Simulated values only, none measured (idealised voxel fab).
The document below concerns the process module designated voxel gate over fins.
FYI the section here is cut, 255 nm wide, cells are 5 nm squares.
In what follows, cross-sections appear as grids of square cells, described through bands that run from the top down, where every band is one or more rows of cells. For a band, the entry starts with two heights in nm, that of the top and then that of the bottom, and carries on with the band's materials in order from left to right, each alongside its width in nm; the word "edge to edge" beside a single material means it fills the band edge to edge, and "air" means empty space. Height reference: 0 = level under which incoming wafer is all one material. Lowest band: no bottom, runs on downward, e.g. "0 nm and below". The width entry "30..40" should be interpreted row by row: the top row of cells in the band takes the first number, the bottom row takes the second number, and the change between adjacent rows is uniform throughout. For the purposes of this document, the phrase "nothing altered" attached to a step denotes that no cell within the cross-section was modified by that step. "Fully sealed cavities" lists enclosed empty spaces (at least 8 cells, no open path upward to the top), each as width x height at distance from the left edge, in nm. If you see something after the settings on a step's line, that's the simulator's own remark about that step. The setting "overlay nm" may be written on the line of a step. When the step uses a mask, the value reports how far to the right of the planned place the mask lay, and a negative value reports that it lay to the left. Reading key. Pairs: pre-step and post-step cross-section, one process step apart; post-step view only to lowest changed band. Step between + settings: beneath pair. Runs: pairs may be from different runs of this module, same starting wafer. Continuation from pair above: only where "Pre-step view" entry says.
## Pre-step view
* 0 nm and below  Si edge to edge
* Fully sealed cavities: none
## Step Result
* 10 nm to 0 nm  SiN edge to edge
* Heights below 0 show no change.
* Fully sealed cavities: none
Intermediate step for the cross-sections above: CONFORMAL_DEP, material SiN, thk nm 10
Pre-step view: it's just the after picture from the pair right above this one.
## Step Result
* 10 nm to 0 nm  air 95 nm | SiN 15 nm | air 30 nm | SiN 15 nm | air 100 nm
* Heights below 0 show no change.
* Fully sealed cavities: none
Intermediate step for the cross-sections above: MASKED_ETCH, tone cover, mask id FINS, width nm 15, pitch nm 45, etch materials SiN, depth nm 10, overlay nm 0
Pre-step view: it's just the after picture from the pair right above this one.
## Step Result
* 10 nm to 0 nm  air 95 nm | SiN 15 nm | air 30 nm | SiN 15 nm | air 100 nm
* 0 nm to -30 nm  air 95 nm | Si 15 nm | air 30 nm | Si 15 nm | air 100 nm
* Heights below -30 show no change.
* Fully sealed cavities: none
Intermediate step for the cross-sections above: MASKED_ETCH, tone cover, mask id FINS, width nm 15, pitch nm 45, etch materials Si, depth nm 30, overlay nm 0
Pre-step view: it's just the after picture from the pair right above this one.
## Step Result
* 10 nm to 0 nm  air 95 nm | SiN 15 nm | air 30 nm | SiN 15 nm | air 100 nm
* 0 nm to -30 nm  air 95 nm | SiO2 5 nm | Si 5 nm | SiO2 5 nm | air 30 nm | SiO2 5 nm | Si 5 nm | SiO2 5 nm | air 100 nm
* -30 nm to -35 nm  SiO2 100 nm | Si 5 nm | SiO2 40 nm | Si 5 nm | SiO2 105 nm
* Heights below -35 show no change.
* Fully sealed cavities: none
Intermediate step for the cross-sections above: OXIDIZE, depth nm 5
Pre-step view: it's just the after picture from the pair right above this one.
## Step Result
* 20 nm to 10 nm  SiO2 edge to edge
* 10 nm to 0 nm  SiO2 95 nm | SiN 15 nm | SiO2 30 nm | SiN 15 nm | SiO2 100 nm
* 0 nm to -35 nm  SiO2 100 nm | Si 5 nm | SiO2 40 nm | Si 5 nm | SiO2 105 nm
* Heights below -35 show no change.
* Fully sealed cavities: none
Intermediate step for the cross-sections above: FILL_DEP, material SiO2, thk nm 10
Pre-step view: it's just the after picture from the pair right above this one.
## Step Result
* 10 nm to 0 nm  SiO2 95 nm | SiN 15 nm | SiO2 30 nm | SiN 15 nm | SiO2 100 nm
* Heights below 0 show no change.
* Fully sealed cavities: none
Intermediate step for the cross-sections above: CMP, height nm 10
Pre-step view: it's just the after picture from the pair right above this one.
## Step Result
* 10 nm to 0 nm  air 95 nm | SiN 15 nm | air 30 nm | SiN 15 nm | air 100 nm
* 0 nm to -15 nm  air 100 nm | Si 5 nm | air 40 nm | Si 5 nm | air 105 nm
* Heights below -15 show no change.
* Fully sealed cavities: none
Intermediate step for the cross-sections above: SELECTIVE_ETCH, etch materials SiO2, depth nm 25
Pre-step view: it's just the after picture from the pair right above this one.
## Step Result
* 0 nm to -15 nm  air 100 nm | Si 5 nm | air 40 nm | Si 5 nm | air 105 nm
* Heights below -15 show no change.
* Fully sealed cavities: none
Intermediate step for the cross-sections above: STRIP, etch materials SiN
Pre-step view: it's just the after picture from the pair right above this one.
## Step Result
* 5 nm to 0 nm  air 95 nm | HfO2 15 nm | air 30 nm | HfO2 15 nm | air 100 nm
* 0 nm to -10 nm  air 95 nm | HfO2 5 nm | Si 5 nm | HfO2 5 nm | air 30 nm | HfO2 5 nm | Si 5 nm | HfO2 5 nm | air 100 nm
* -10 nm to -15 nm  HfO2 100 nm | Si 5 nm | HfO2 40 nm | Si 5 nm | HfO2 105 nm
* Heights below -15 show no change.
* Fully sealed cavities: none
Intermediate step for the cross-sections above: CONFORMAL_DEP, material HfO2, thk nm 5
Pre-step view: it's just the after picture from the pair right above this one.
## Step Result
* 10 nm to 5 nm  air 90 nm | TiN 25 nm | air 20 nm | TiN 25 nm | air 95 nm
* 5 nm to 0 nm  air 90 nm | TiN 5 nm | HfO2 15 nm | TiN 5 nm | air 20 nm | TiN 5 nm | HfO2 15 nm | TiN 5 nm | air 95 nm
* 0 nm to -5 nm  air 90 nm | TiN 5 nm | HfO2 5 nm | Si 5 nm | HfO2 5 nm | TiN 5 nm | air 20 nm | TiN 5 nm | HfO2 5 nm | Si 5 nm | HfO2 5 nm | TiN 5 nm | air 95 nm
* -5 nm to -10 nm  TiN 95 nm | HfO2 5 nm | Si 5 nm | HfO2 5 nm | TiN 30 nm | HfO2 5 nm | Si 5 nm | HfO2 5 nm | TiN 100 nm
* Heights below -10 show no change.
* Fully sealed cavities: none
Intermediate step for the cross-sections above: CONFORMAL_DEP, material TiN, thk nm 5
Pre-step view: it's just the after picture from the pair right above this one.
## Step Result
* 25 nm to 10 nm  W edge to edge
* 10 nm to 5 nm  W 90 nm | TiN 25 nm | W 20 nm | TiN 25 nm | W 95 nm
* 5 nm to 0 nm  W 90 nm | TiN 5 nm | HfO2 15 nm | TiN 5 nm | W 20 nm | TiN 5 nm | HfO2 15 nm | TiN 5 nm | W 95 nm
* 0 nm to -5 nm  W 90 nm | TiN 5 nm | HfO2 5 nm | Si 5 nm | HfO2 5 nm | TiN 5 nm | W 20 nm | TiN 5 nm | HfO2 5 nm | Si 5 nm | HfO2 5 nm | TiN 5 nm | W 95 nm
* Heights below -5 show no change.
* Fully sealed cavities: none
Intermediate step for the cross-sections above: FILL_DEP, material W, thk nm 15
Pre-step view: it's just the after picture from the pair right above this one.
## Step Result
* 20 nm to 10 nm  W edge to edge
* Heights below 10 show no change.
* Fully sealed cavities: none
Intermediate step for the cross-sections above: CMP, height nm 20
Pre-step view: it's just the after picture from the pair right above this one.
## Step Result
* 30 nm to 20 nm  SiN edge to edge
* Heights below 20 show no change.
* Fully sealed cavities: none
Intermediate step for the cross-sections above: CONFORMAL_DEP, material SiN, thk nm 10
## Pre-step view
* 0 nm to -15 nm  air 100 nm | Si 5 nm | air 40 nm | Si 5 nm | air 105 nm
* -15 nm to -35 nm  SiO2 100 nm | Si 5 nm | SiO2 40 nm | Si 5 nm | SiO2 105 nm
* -35 nm and below  Si edge to edge
* Fully sealed cavities: none
## Step Result
* 5 nm to 0 nm  air 95 nm | TiN 15 nm | air 30 nm | TiN 15 nm | air 100 nm
* 0 nm to -10 nm  air 95 nm | TiN 5 nm | Si 5 nm | TiN 5 nm | air 30 nm | TiN 5 nm | Si 5 nm | TiN 5 nm | air 100 nm
* -10 nm to -15 nm  TiN 100 nm | Si 5 nm | TiN 40 nm | Si 5 nm | TiN 105 nm
* Heights below -15 show no change.
* Fully sealed cavities: none
Intermediate step for the cross-sections above: CONFORMAL_DEP, material TiN, thk nm 5
Pre-step view: it's just the after picture from the pair right above this one.
## Step Result
* 20 nm to 5 nm  W edge to edge
* 5 nm to 0 nm  W 95 nm | TiN 15 nm | W 30 nm | TiN 15 nm | W 100 nm
* 0 nm to -10 nm  W 95 nm | TiN 5 nm | Si 5 nm | TiN 5 nm | W 30 nm | TiN 5 nm | Si 5 nm | TiN 5 nm | W 100 nm
* Heights below -10 show no change.
* Fully sealed cavities: none
Intermediate step for the cross-sections above: FILL_DEP, material W, thk nm 15
Pre-step view: it's just the after picture from the pair right above this one.
## Step Result
* 30 nm to 20 nm  SiN edge to edge
* Heights below 20 show no change.
* Fully sealed cavities: none
Intermediate step for the cross-sections above: CONFORMAL_DEP, material SiN, thk nm 10
## Pre-step view
* 10 nm to 0 nm  air 95 nm | SiN 15 nm | air 30 nm | SiN 15 nm | air 100 nm
* 0 nm to -15 nm  air 100 nm | Si 5 nm | air 40 nm | Si 5 nm | air 105 nm
* -15 nm to -35 nm  SiO2 100 nm | Si 5 nm | SiO2 40 nm | Si 5 nm | SiO2 105 nm
* -35 nm and below  Si edge to edge
* Fully sealed cavities: none
## Step Result
* 10 nm to 0 nm  air 95 nm | SiN 15 nm | air 30 nm | SiN 15 nm | air 100 nm
* 0 nm to -35 nm  air 100 nm | Si 5 nm | air 40 nm | Si 5 nm | air 105 nm
* Heights below -35 show no change.
* Fully sealed cavities: none
Intermediate step for the cross-sections above: SELECTIVE_ETCH, etch materials SiO2, depth nm 25
Pre-step view: it's just the after picture from the pair right above this one.
## Step Result
* 0 nm to -35 nm  air 100 nm | Si 5 nm | air 40 nm | Si 5 nm | air 105 nm
* Heights below -35 show no change.
* Fully sealed cavities: none
Intermediate step for the cross-sections above: STRIP, etch materials SiN
Pre-step view: it's just the after picture from the pair right above this one.
## Step Result
* 5 nm to 0 nm  air 95 nm | HfO2 15 nm | air 30 nm | HfO2 15 nm | air 100 nm
* 0 nm to -30 nm  air 95 nm | HfO2 5 nm | Si 5 nm | HfO2 5 nm | air 30 nm | HfO2 5 nm | Si 5 nm | HfO2 5 nm | air 100 nm
* -30 nm to -35 nm  HfO2 100 nm | Si 5 nm | HfO2 40 nm | Si 5 nm | HfO2 105 nm
* Heights below -35 show no change.
* Fully sealed cavities: none
Intermediate step for the cross-sections above: CONFORMAL_DEP, material HfO2, thk nm 5
Pre-step view: it's just the after picture from the pair right above this one.
## Step Result
* 10 nm to 5 nm  air 90 nm | TiN 25 nm | air 20 nm | TiN 25 nm | air 95 nm
* 5 nm to 0 nm  air 90 nm | TiN 5 nm | HfO2 15 nm | TiN 5 nm | air 20 nm | TiN 5 nm | HfO2 15 nm | TiN 5 nm | air 95 nm
* 0 nm to -25 nm  air 90 nm | TiN 5 nm | HfO2 5 nm | Si 5 nm | HfO2 5 nm | TiN 5 nm | air 20 nm | TiN 5 nm | HfO2 5 nm | Si 5 nm | HfO2 5 nm | TiN 5 nm | air 95 nm
* -25 nm to -30 nm  TiN 95 nm | HfO2 5 nm | Si 5 nm | HfO2 5 nm | TiN 30 nm | HfO2 5 nm | Si 5 nm | HfO2 5 nm | TiN 100 nm
* Heights below -30 show no change.
* Fully sealed cavities: none
Intermediate step for the cross-sections above: CONFORMAL_DEP, material TiN, thk nm 5
Pre-step view: it's just the after picture from the pair right above this one.
## Step Result
* 25 nm to 10 nm  W edge to edge
* 10 nm to 5 nm  W 90 nm | TiN 25 nm | W 20 nm | TiN 25 nm | W 95 nm
* 5 nm to 0 nm  W 90 nm | TiN 5 nm | HfO2 15 nm | TiN 5 nm | W 20 nm | TiN 5 nm | HfO2 15 nm | TiN 5 nm | W 95 nm
* 0 nm to -25 nm  W 90 nm | TiN 5 nm | HfO2 5 nm | Si 5 nm | HfO2 5 nm | TiN 5 nm | W 20 nm | TiN 5 nm | HfO2 5 nm | Si 5 nm | HfO2 5 nm | TiN 5 nm | W 95 nm
* Heights below -25 show no change.
* Fully sealed cavities: none
Intermediate step for the cross-sections above: FILL_DEP, material W, thk nm 15
Pre-step view: it's just the after picture from the pair right above this one.
## Step Result
* 20 nm to 10 nm  W edge to edge
* Heights below 10 show no change.
* Fully sealed cavities: none
Intermediate step for the cross-sections above: CMP, height nm 20
Pre-step view: it's just the after picture from the pair right above this one.
## Step Result
* 30 nm to 20 nm  SiN edge to edge
* Heights below 20 show no change.
* Fully sealed cavities: none
Intermediate step for the cross-sections above: CONFORMAL_DEP, material SiN, thk nm 10
## Pre-step view
* 10 nm to 0 nm  SiO2 95 nm | SiN 15 nm | SiO2 30 nm | SiN 15 nm | SiO2 100 nm
* 0 nm to -35 nm  SiO2 100 nm | Si 5 nm | SiO2 40 nm | Si 5 nm | SiO2 105 nm
* -35 nm and below  Si edge to edge
* Fully sealed cavities: none
## Step Result
* 10 nm to 0 nm  SiO2 95 nm | air 15 nm | SiO2 30 nm | air 15 nm | SiO2 100 nm
* Heights below 0 show no change.
* Fully sealed cavities: none
Intermediate step for the cross-sections above: STRIP, etch materials SiN
Pre-step view: it's just the after picture from the pair right above this one.
## Step Result
* 0 nm to -15 nm  air 100 nm | Si 5 nm | air 40 nm | Si 5 nm | air 105 nm
* -15 nm to -25 nm  SiO2 70 nm | air 30 nm | Si 5 nm | air 40 nm | Si 5 nm | air 30 nm | SiO2 75 nm
* Heights below -25 show no change.
* Fully sealed cavities: none
Intermediate step for the cross-sections above: SELECTIVE_ETCH, etch materials SiO2, depth nm 25
Pre-step view: it's just the after picture from the pair right above this one.
## Step Result
* 5 nm to 0 nm  air 95 nm | HfO2 15 nm | air 30 nm | HfO2 15 nm | air 100 nm
* 0 nm to -10 nm  air 95 nm | HfO2 5 nm | Si 5 nm | HfO2 5 nm | air 30 nm | HfO2 5 nm | Si 5 nm | HfO2 5 nm | air 100 nm
* -10 nm to -15 nm  HfO2 75 nm | air 20 nm | HfO2 5 nm | Si 5 nm | HfO2 5 nm | air 30 nm | HfO2 5 nm | Si 5 nm | HfO2 5 nm | air 20 nm | HfO2 80 nm
* -15 nm to -20 nm  SiO2 70 nm | HfO2 5 nm | air 20 nm | HfO2 5 nm | Si 5 nm | HfO2 5 nm | air 30 nm | HfO2 5 nm | Si 5 nm | HfO2 5 nm | air 20 nm | HfO2 5 nm | SiO2 75 nm
* -20 nm to -25 nm  SiO2 70 nm | HfO2 30 nm | Si 5 nm | HfO2 40 nm | Si 5 nm | HfO2 30 nm | SiO2 75 nm
* Heights below -25 show no change.
* Fully sealed cavities: none
Intermediate step for the cross-sections above: CONFORMAL_DEP, material HfO2, thk nm 5
Pre-step view: it's just the after picture from the pair right above this one.
## Step Result
* 10 nm to 5 nm  air 90 nm | TiN 25 nm | air 20 nm | TiN 25 nm | air 95 nm
* 5 nm to 0 nm  air 90 nm | TiN 5 nm | HfO2 15 nm | TiN 5 nm | air 20 nm | TiN 5 nm | HfO2 15 nm | TiN 5 nm | air 95 nm
* 0 nm to -5 nm  air 90 nm | TiN 5 nm | HfO2 5 nm | Si 5 nm | HfO2 5 nm | TiN 5 nm | air 20 nm | TiN 5 nm | HfO2 5 nm | Si 5 nm | HfO2 5 nm | TiN 5 nm | air 95 nm
* -5 nm to -10 nm  TiN 80 nm | air 10 nm | TiN 5 nm | HfO2 5 nm | Si 5 nm | HfO2 5 nm | TiN 5 nm | air 20 nm | TiN 5 nm | HfO2 5 nm | Si 5 nm | HfO2 5 nm | TiN 5 nm | air 10 nm | TiN 85 nm
* -10 nm to -15 nm  HfO2 75 nm | TiN 5 nm | air 10 nm | TiN 5 nm | HfO2 5 nm | Si 5 nm | HfO2 5 nm | TiN 5 nm | air 20 nm | TiN 5 nm | HfO2 5 nm | Si 5 nm | HfO2 5 nm | TiN 5 nm | air 10 nm | TiN 5 nm | HfO2 80 nm
* -15 nm to -20 nm  SiO2 70 nm | HfO2 5 nm | TiN 20 nm | HfO2 5 nm | Si 5 nm | HfO2 5 nm | TiN 30 nm | HfO2 5 nm | Si 5 nm | HfO2 5 nm | TiN 20 nm | HfO2 5 nm | SiO2 75 nm
* Heights below -20 show no change.
* Fully sealed cavities: none
Intermediate step for the cross-sections above: CONFORMAL_DEP, material TiN, thk nm 5
Pre-step view: it's just the after picture from the pair right above this one.
## Step Result
* 25 nm to 10 nm  W edge to edge
* 10 nm to 5 nm  W 90 nm | TiN 25 nm | W 20 nm | TiN 25 nm | W 95 nm
* 5 nm to 0 nm  W 90 nm | TiN 5 nm | HfO2 15 nm | TiN 5 nm | W 20 nm | TiN 5 nm | HfO2 15 nm | TiN 5 nm | W 95 nm
* 0 nm to -5 nm  W 90 nm | TiN 5 nm | HfO2 5 nm | Si 5 nm | HfO2 5 nm | TiN 5 nm | W 20 nm | TiN 5 nm | HfO2 5 nm | Si 5 nm | HfO2 5 nm | TiN 5 nm | W 95 nm
* -5 nm to -10 nm  TiN 80 nm | W 10 nm | TiN 5 nm | HfO2 5 nm | Si 5 nm | HfO2 5 nm | TiN 5 nm | W 20 nm | TiN 5 nm | HfO2 5 nm | Si 5 nm | HfO2 5 nm | TiN 5 nm | W 10 nm | TiN 85 nm
* -10 nm to -15 nm  HfO2 75 nm | TiN 5 nm | W 10 nm | TiN 5 nm | HfO2 5 nm | Si 5 nm | HfO2 5 nm | TiN 5 nm | W 20 nm | TiN 5 nm | HfO2 5 nm | Si 5 nm | HfO2 5 nm | TiN 5 nm | W 10 nm | TiN 5 nm | HfO2 80 nm
* Heights below -15 show no change.
* Fully sealed cavities: none
Intermediate step for the cross-sections above: FILL_DEP, material W, thk nm 15
Pre-step view: it's just the after picture from the pair right above this one.
## Step Result
* 20 nm to 10 nm  W edge to edge
* Heights below 10 show no change.
* Fully sealed cavities: none
Intermediate step for the cross-sections above: CMP, height nm 20
Pre-step view: it's just the after picture from the pair right above this one.
## Step Result
* 30 nm to 20 nm  SiN edge to edge
* Heights below 20 show no change.
* Fully sealed cavities: none
Intermediate step for the cross-sections above: CONFORMAL_DEP, material SiN, thk nm 10
## Pre-step view
* 10 nm to 0 nm  air 95 nm | SiN 15 nm | air 30 nm | SiN 15 nm | air 100 nm
* 0 nm and below  Si edge to edge
* Fully sealed cavities: none
## Step Result
* 10 nm to 0 nm  air 95 nm | SiN 15 nm | air 30 nm | SiN 15 nm | air 100 nm
* 0 nm to -20 nm  air 95 nm | Si 15 nm | air 30 nm | Si 15 nm | air 100 nm
* Heights below -20 show no change.
* Fully sealed cavities: none
Intermediate step for the cross-sections above: MASKED_ETCH, tone cover, mask id FINS, width nm 15, pitch nm 45, etch materials Si, depth nm 20, overlay nm 0
Pre-step view: it's just the after picture from the pair right above this one.
## Step Result
* 10 nm to 0 nm  air 95 nm | SiN 15 nm | air 30 nm | SiN 15 nm | air 100 nm
* 0 nm to -20 nm  air 95 nm | SiO2 5 nm | Si 5 nm | SiO2 5 nm | air 30 nm | SiO2 5 nm | Si 5 nm | SiO2 5 nm | air 100 nm
* -20 nm to -25 nm  SiO2 100 nm | Si 5 nm | SiO2 40 nm | Si 5 nm | SiO2 105 nm
* Heights below -25 show no change.
* Fully sealed cavities: none
Intermediate step for the cross-sections above: OXIDIZE, depth nm 5
Pre-step view: it's just the after picture from the pair right above this one.
## Step Result
* 20 nm to 10 nm  SiO2 edge to edge
* 10 nm to 0 nm  SiO2 95 nm | SiN 15 nm | SiO2 30 nm | SiN 15 nm | SiO2 100 nm
* 0 nm to -25 nm  SiO2 100 nm | Si 5 nm | SiO2 40 nm | Si 5 nm | SiO2 105 nm
* Heights below -25 show no change.
* Fully sealed cavities: none
Intermediate step for the cross-sections above: FILL_DEP, material SiO2, thk nm 10
Pre-step view: it's just the after picture from the pair right above this one.
## Step Result
* 10 nm to 0 nm  SiO2 95 nm | SiN 15 nm | SiO2 30 nm | SiN 15 nm | SiO2 100 nm
* Heights below 0 show no change.
* Fully sealed cavities: none
Intermediate step for the cross-sections above: CMP, height nm 10
Pre-step view: it's just the after picture from the pair right above this one.
## Step Result
* 10 nm to 0 nm  air 95 nm | SiN 15 nm | air 30 nm | SiN 15 nm | air 100 nm
* 0 nm to -15 nm  air 100 nm | Si 5 nm | air 40 nm | Si 5 nm | air 105 nm
* Heights below -15 show no change.
* Fully sealed cavities: none
Intermediate step for the cross-sections above: SELECTIVE_ETCH, etch materials SiO2, depth nm 25
Pre-step view: it's just the after picture from the pair right above this one.
## Step Result
* 0 nm to -15 nm  air 100 nm | Si 5 nm | air 40 nm | Si 5 nm | air 105 nm
* Heights below -15 show no change.
* Fully sealed cavities: none
Intermediate step for the cross-sections above: STRIP, etch materials SiN
Pre-step view: it's just the after picture from the pair right above this one.
## Step Result
* 5 nm to 0 nm  air 95 nm | HfO2 15 nm | air 30 nm | HfO2 15 nm | air 100 nm
* 0 nm to -10 nm  air 95 nm | HfO2 5 nm | Si 5 nm | HfO2 5 nm | air 30 nm | HfO2 5 nm | Si 5 nm | HfO2 5 nm | air 100 nm
* -10 nm to -15 nm  HfO2 100 nm | Si 5 nm | HfO2 40 nm | Si 5 nm | HfO2 105 nm
* Heights below -15 show no change.
* Fully sealed cavities: none
Intermediate step for the cross-sections above: CONFORMAL_DEP, material HfO2, thk nm 5
Pre-step view: it's just the after picture from the pair right above this one.
## Step Result
* 10 nm to 5 nm  air 90 nm | TiN 25 nm | air 20 nm | TiN 25 nm | air 95 nm
* 5 nm to 0 nm  air 90 nm | TiN 5 nm | HfO2 15 nm | TiN 5 nm | air 20 nm | TiN 5 nm | HfO2 15 nm | TiN 5 nm | air 95 nm
* 0 nm to -5 nm  air 90 nm | TiN 5 nm | HfO2 5 nm | Si 5 nm | HfO2 5 nm | TiN 5 nm | air 20 nm | TiN 5 nm | HfO2 5 nm | Si 5 nm | HfO2 5 nm | TiN 5 nm | air 95 nm
* -5 nm to -10 nm  TiN 95 nm | HfO2 5 nm | Si 5 nm | HfO2 5 nm | TiN 30 nm | HfO2 5 nm | Si 5 nm | HfO2 5 nm | TiN 100 nm
* Heights below -10 show no change.
* Fully sealed cavities: none
Intermediate step for the cross-sections above: CONFORMAL_DEP, material TiN, thk nm 5
Pre-step view: it's just the after picture from the pair right above this one.
## Step Result
* 25 nm to 10 nm  W edge to edge
* 10 nm to 5 nm  W 90 nm | TiN 25 nm | W 20 nm | TiN 25 nm | W 95 nm
* 5 nm to 0 nm  W 90 nm | TiN 5 nm | HfO2 15 nm | TiN 5 nm | W 20 nm | TiN 5 nm | HfO2 15 nm | TiN 5 nm | W 95 nm
* 0 nm to -5 nm  W 90 nm | TiN 5 nm | HfO2 5 nm | Si 5 nm | HfO2 5 nm | TiN 5 nm | W 20 nm | TiN 5 nm | HfO2 5 nm | Si 5 nm | HfO2 5 nm | TiN 5 nm | W 95 nm
* Heights below -5 show no change.
* Fully sealed cavities: none
Intermediate step for the cross-sections above: FILL_DEP, material W, thk nm 15
Pre-step view: it's just the after picture from the pair right above this one.
## Step Result
* 20 nm to 10 nm  W edge to edge
* Heights below 10 show no change.
* Fully sealed cavities: none
Intermediate step for the cross-sections above: CMP, height nm 20
Pre-step view: it's just the after picture from the pair right above this one.
## Step Result
* 30 nm to 20 nm  SiN edge to edge
* Heights below 20 show no change.
* Fully sealed cavities: none
Intermediate step for the cross-sections above: CONFORMAL_DEP, material SiN, thk nm 10
## Pre-step view
* 10 nm to 0 nm  SiN edge to edge
* 0 nm and below  Si edge to edge
* Fully sealed cavities: none
## Step Result
* 10 nm to 0 nm  air 90 nm | SiN 25 nm | air 20 nm | SiN 25 nm | air 95 nm
* Heights below 0 show no change.
* Fully sealed cavities: none
Intermediate step for the cross-sections above: MASKED_ETCH, tone cover, mask id FINS, width nm 25, pitch nm 45, etch materials SiN, depth nm 10, overlay nm 0
Pre-step view: it's just the after picture from the pair right above this one.
## Step Result
* 10 nm to 0 nm  air 90 nm | SiN 25 nm | air 20 nm | SiN 25 nm | air 95 nm
* 0 nm to -30 nm  air 90 nm | Si 25 nm | air 20 nm | Si 25 nm | air 95 nm
* Heights below -30 show no change.
* Fully sealed cavities: none
Intermediate step for the cross-sections above: MASKED_ETCH, tone cover, mask id FINS, width nm 15, pitch nm 45, etch materials Si, depth nm 30, overlay nm 0
Pre-step view: it's just the after picture from the pair right above this one.
## Step Result
* 10 nm to 0 nm  air 90 nm | SiN 25 nm | air 20 nm | SiN 25 nm | air 95 nm
* 0 nm to -30 nm  air 90 nm | SiO2 5 nm | Si 15 nm | SiO2 5 nm | air 20 nm | SiO2 5 nm | Si 15 nm | SiO2 5 nm | air 95 nm
* -30 nm to -35 nm  SiO2 95 nm | Si 15 nm | SiO2 30 nm | Si 15 nm | SiO2 100 nm
* Heights below -35 show no change.
* Fully sealed cavities: none
Intermediate step for the cross-sections above: OXIDIZE, depth nm 5
Pre-step view: it's just the after picture from the pair right above this one.
## Step Result
* 20 nm to 10 nm  SiO2 edge to edge
* 10 nm to 0 nm  SiO2 90 nm | SiN 25 nm | SiO2 20 nm | SiN 25 nm | SiO2 95 nm
* 0 nm to -35 nm  SiO2 95 nm | Si 15 nm | SiO2 30 nm | Si 15 nm | SiO2 100 nm
* Heights below -35 show no change.
* Fully sealed cavities: none
Intermediate step for the cross-sections above: FILL_DEP, material SiO2, thk nm 10
Pre-step view: it's just the after picture from the pair right above this one.
## Step Result
* 10 nm to 0 nm  SiO2 90 nm | SiN 25 nm | SiO2 20 nm | SiN 25 nm | SiO2 95 nm
* Heights below 0 show no change.
* Fully sealed cavities: none
Intermediate step for the cross-sections above: CMP, height nm 10
Pre-step view: it's just the after picture from the pair right above this one.
## Step Result
* 10 nm to 0 nm  air 90 nm | SiN 25 nm | air 20 nm | SiN 25 nm | air 95 nm
* 0 nm to -15 nm  air 95 nm | Si 15 nm | air 30 nm | Si 15 nm | air 100 nm
* Heights below -15 show no change.
* Fully sealed cavities: none
Intermediate step for the cross-sections above: SELECTIVE_ETCH, etch materials SiO2, depth nm 25
Pre-step view: it's just the after picture from the pair right above this one.
## Step Result
* 0 nm to -15 nm  air 95 nm | Si 15 nm | air 30 nm | Si 15 nm | air 100 nm
* Heights below -15 show no change.
* Fully sealed cavities: none
Intermediate step for the cross-sections above: STRIP, etch materials SiN
Pre-step view: it's just the after picture from the pair right above this one.
## Step Result
* 5 nm to 0 nm  air 90 nm | HfO2 25 nm | air 20 nm | HfO2 25 nm | air 95 nm
* 0 nm to -10 nm  air 90 nm | HfO2 5 nm | Si 15 nm | HfO2 5 nm | air 20 nm | HfO2 5 nm | Si 15 nm | HfO2 5 nm | air 95 nm
* -10 nm to -15 nm  HfO2 95 nm | Si 15 nm | HfO2 30 nm | Si 15 nm | HfO2 100 nm
* Heights below -15 show no change.
* Fully sealed cavities: none
Intermediate step for the cross-sections above: CONFORMAL_DEP, material HfO2, thk nm 5
Pre-step view: it's just the after picture from the pair right above this one.
## Step Result
* 10 nm to 5 nm  air 85 nm | TiN 35 nm | air 10 nm | TiN 35 nm | air 90 nm
* 5 nm to 0 nm  air 85 nm | TiN 5 nm | HfO2 25 nm | TiN 5 nm | air 10 nm | TiN 5 nm | HfO2 25 nm | TiN 5 nm | air 90 nm
* 0 nm to -5 nm  air 85 nm | TiN 5 nm | HfO2 5 nm | Si 15 nm | HfO2 5 nm | TiN 5 nm | air 10 nm | TiN 5 nm | HfO2 5 nm | Si 15 nm | HfO2 5 nm | TiN 5 nm | air 90 nm
* -5 nm to -10 nm  TiN 90 nm | HfO2 5 nm | Si 15 nm | HfO2 5 nm | TiN 20 nm | HfO2 5 nm | Si 15 nm | HfO2 5 nm | TiN 95 nm
* Heights below -10 show no change.
* Fully sealed cavities: none
Intermediate step for the cross-sections above: CONFORMAL_DEP, material TiN, thk nm 5
Pre-step view: it's just the after picture from the pair right above this one.
## Step Result
* 25 nm to 10 nm  W edge to edge
* 10 nm to 5 nm  W 85 nm | TiN 35 nm | W 10 nm | TiN 35 nm | W 90 nm
* 5 nm to 0 nm  W 85 nm | TiN 5 nm | HfO2 25 nm | TiN 5 nm | W 10 nm | TiN 5 nm | HfO2 25 nm | TiN 5 nm | W 90 nm
* 0 nm to -5 nm  W 85 nm | TiN 5 nm | HfO2 5 nm | Si 15 nm | HfO2 5 nm | TiN 5 nm | W 10 nm | TiN 5 nm | HfO2 5 nm | Si 15 nm | HfO2 5 nm | TiN 5 nm | W 90 nm
* Heights below -5 show no change.
* Fully sealed cavities: none
Intermediate step for the cross-sections above: FILL_DEP, material W, thk nm 15
Pre-step view: it's just the after picture from the pair right above this one.
## Step Result
* 20 nm to 10 nm  W edge to edge
* Heights below 10 show no change.
* Fully sealed cavities: none
Intermediate step for the cross-sections above: CMP, height nm 20
Pre-step view: it's just the after picture from the pair right above this one.
## Step Result
* 30 nm to 20 nm  SiN edge to edge
* Heights below 20 show no change.
* Fully sealed cavities: none
Intermediate step for the cross-sections above: CONFORMAL_DEP, material SiN, thk nm 10
## Pre-step view
* 10 nm to 0 nm  air 95 nm | SiN 15 nm | air 30 nm | SiN 15 nm | air 100 nm
* 0 nm and below  Si edge to edge
* Fully sealed cavities: none
## Step Result
* 10 nm to 0 nm  air 95 nm | SiN 15 nm | air 30 nm | SiN 15 nm | air 100 nm
* 0 nm to -30 nm  air 90 nm | Si 20 nm | air 25 nm | Si 20 nm | air 100 nm
* Heights below -30 show no change.
* Fully sealed cavities: none
Intermediate step for the cross-sections above: MASKED_ETCH, tone cover, mask id FINS, width nm 15, pitch nm 45, etch materials Si, depth nm 30, overlay nm -5
Pre-step view: it's just the after picture from the pair right above this one.
## Step Result
* 10 nm to 0 nm  air 95 nm | SiN 15 nm | air 30 nm | SiN 15 nm | air 100 nm
* 0 nm to -5 nm  air 90 nm | SiO2 10 nm | Si 5 nm | SiO2 5 nm | air 25 nm | SiO2 10 nm | Si 5 nm | SiO2 5 nm | air 100 nm
* -5 nm to -30 nm  air 90 nm | SiO2 5 nm | Si 10 nm | SiO2 5 nm | air 25 nm | SiO2 5 nm | Si 10 nm | SiO2 5 nm | air 100 nm
* -30 nm to -35 nm  SiO2 95 nm | Si 10 nm | SiO2 35 nm | Si 10 nm | SiO2 105 nm
* Heights below -35 show no change.
* Fully sealed cavities: none
Intermediate step for the cross-sections above: OXIDIZE, depth nm 5
